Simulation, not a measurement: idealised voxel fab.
A process module follows: voxel ribs on slabs.
The figure presents cross-section cut, which has a width of 160 nm and is divided into square cells with an edge length of 5 nm.
Cross-section, as written here: a square-cell grid given band by band from the top down, where a band holds one or more rows of cells.
Band: top and bottom heights (nm) first, top before bottom; then materials from left to right, widths in nm. "throughout" marks a sole material filling the band edge to edge. "air" denotes empty space.
The reference from which all heights are counted is 0, the level beneath which the as-received wafer is entirely one material; the lowest band, having no lower bound, proceeds downward and is written after the example "0 and below".
Graded width ("30->40"): value in top row of band = first number; value in bottom row = second number; row-to-row change constant.
It should be understood that the words "no modifications", when stated for a given step, signify that the cross-section underwent no change in any of its cells during that step.
Heads up: "Voids, sealed" only lists the empty pockets with no open path to the top that are 8 cells or more, and it writes them as width x height at distance, distance from the left edge, in nm.
Step line, after settings: the simulator's comment on this step.
A step's line can hold "overlay nm"; with a mask on that step, the setting says how far right of the planned place the mask lay, while a negative setting says it lay to the left.

Here's what the planned process steps look like
step 1: RECEIVE (material Si)
step 2: DIRECTIONAL_DEP (material SiO2; thk nm 20)
step 3: DIRECTIONAL_DEP (material polySi; thk nm 20)
step 4: PATTERN (tone cover; mask id RIB; material resist; width nm 30; thk nm 15; overlay nm 0)
step 5: DIRECTIONAL_ETCH (etch materials polySi; depth nm 5)
step 6: STRIP (etch materials resist)
step 7: PATTERN (tone cover; mask id SLAB; material resist; width nm 60; thk nm 20; overlay nm 0)
step 8: DIRECTIONAL_ETCH (etch materials polySi; depth nm 15)
step 9: STRIP (etch materials resist)
step 10: FILL_DEP (material SiO2; thk nm 20)
step 11: CMP (height nm 50)
step 12: DIRECTIONAL_DEP (material TiN; thk nm 10)
step 13: PATTERN (tone cover; mask id HEATER; material resist; width nm 30; thk nm 15; overlay nm 0)
step 14: DIRECTIONAL_ETCH (etch materials TiN; depth nm 10)
step 15: STRIP (etch materials resist)
step 16: CONFORMAL_DEP (material SiO2; thk nm 5)
Wafers differ in width nm at step 13; plan lists the first wafer's value; identical starting state.

Received wafers, first of several: cross-section after step 1
* 0 and below  Si throughout
* Voids, sealed: none

Cross-section after step 16, the final step of the module, for the first of several wafers
* 65 down to 60  air: 60 | SiO2: 40 | air: 60
* 60 down to 55  air: 60 | SiO2: 5 | TiN: 30 | SiO2: 5 | air: 60
* 55 down to 50  SiO2: 65 | TiN: 30 | SiO2: 65
* 50 down to 40  SiO2 throughout
* 40 down to 35  SiO2: 65 | polySi: 30 | SiO2: 65
* 35 down to 20  SiO2: 50 | polySi: 60 | SiO2: 50
* 20 down to 0  SiO2 throughout
* 0 and below  Si throughout
* Voids, sealed: none

X-section, last wafer, module end
* 65 down to 60  air: 50 | SiO2: 65 | air: 45
* 60 down to 55  air: 50 | SiO2: 5 | TiN: 55 | SiO2: 5 | air: 45
* 55 down to 50  SiO2: 55 | TiN: 55 | SiO2: 50
* 50 down to 40  SiO2 throughout
* 40 down to 35  SiO2: 65 | polySi: 30 | SiO2: 65
* 35 down to 20  SiO2: 50 | polySi: 60 | SiO2: 50
* 20 down to 0  SiO2 throughout
* 0 and below  Si throughout
* Voids, sealed: none

wafer rows; end of module; cells per material since receipt: (+) gained, (-) lost; then closed voids
width nm 30, +314 SiO2, +12 TiN, +42 polySi, Voids, sealed: none
width nm 35, +314 SiO2, +14 TiN, +42 polySi, Voids, sealed: none
width nm 40, +314 SiO2, +16 TiN, +42 polySi, Voids, sealed: none
width nm 45, +314 SiO2, +18 TiN, +42 polySi, Voids, sealed: none
width nm 50, +314 SiO2, +20 TiN, +42 polySi, Voids, sealed: none
width nm 55, +314 SiO2, +22 TiN, +42 polySi, Voids, sealed: none
